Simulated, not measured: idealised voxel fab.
process module | voxel gate over fins
cross-section cut | 285 nm wide | cells 5 nm
A cross-section is a grid of square cells, given in bands from the top down. A band is one or more rows of cells.
Each band's line starts with the height of the band's top and of its bottom, in nm. Then come its materials from left to right, each with its width in nm. One material with "throughout" fills the band from edge to edge. "air" is empty space.
Height 0 is the level under which the wafer as received is all one material. The lowest band goes on downwards, as in "0 down".
A width such as "30 to 40" changes by the same amount from each row of cells to the next, from the band's top row to its bottom row.
"no change" after a step means that no cell of the cross-section changed.
closed voids: empty space of 8 cells or more with no open way to the top, each as width x height at its distance from the left edge, in nm
after a step's settings: what the simulator itself notes on the step
overlay nm, on a step with a mask: how far to the right of its planned place the mask lay; to the left if negative
plan
1 op RECEIVE | material Si
2 op CONFORMAL_DEP | material SiN | thk nm 10
3 op MASKED_ETCH | tone cover | mask id FINS | width nm 15 | pitch nm 40 | etch materials SiN | depth nm 10 | overlay nm 0
4 op MASKED_ETCH | tone cover | mask id FINS | width nm 15 | pitch nm 40 | etch materials Si | depth nm 40 | overlay nm 0
5 op OXIDIZE | depth nm 5
6 op FILL_DEP | material SiO2 | thk nm 10
7 op CMP | height nm 10
8 op SELECTIVE_ETCH | etch materials SiO2 | depth nm 25
9 op STRIP | etch materials SiN
10 op CONFORMAL_DEP | material HfO2 | thk nm 5
11 op CONFORMAL_DEP | material TiN | thk nm 5
12 op FILL_DEP | material W | thk nm 15
13 op CMP | height nm 20
14 op CONFORMAL_DEP | material SiN | thk nm 5
as received, after step 1
  0 down: Si throughout
  closed voids: none
a wafer at the end: this start, this plan, one mistake
  25 to 20: SiN throughout
  20 to 5: W throughout
  5 to 0: W 70 | TiN 25 | W 15 | TiN 25 | W 15 | TiN 25 | W 15 | TiN 25 | W 70
  0 to -5: W 70 | TiN 5 | HfO2 15 | TiN 5 | W 15 | TiN 5 | HfO2 15 | TiN 5 | W 15 | TiN 5 | HfO2 15 | TiN 5 | W 15 | TiN 5 | HfO2 15 | TiN 5 | W 70
  -5 to -10: TiN 75 | HfO2 5 | Si 5 | HfO2 5 | TiN 25 | HfO2 5 | Si 5 | HfO2 5 | TiN 25 | HfO2 5 | Si 5 | HfO2 5 | TiN 25 | HfO2 5 | Si 5 | HfO2 5 | TiN 75
  -10 to -15: HfO2 80 | Si 5 | HfO2 35 | Si 5 | HfO2 35 | Si 5 | HfO2 35 | Si 5 | HfO2 80
  -15 to -45: SiO2 80 | Si 5 | SiO2 35 | Si 5 | SiO2 35 | Si 5 | SiO2 35 | Si 5 | SiO2 80
  -45 down: Si throughout
  closed voids: none
what went wrong: step 2 was left out
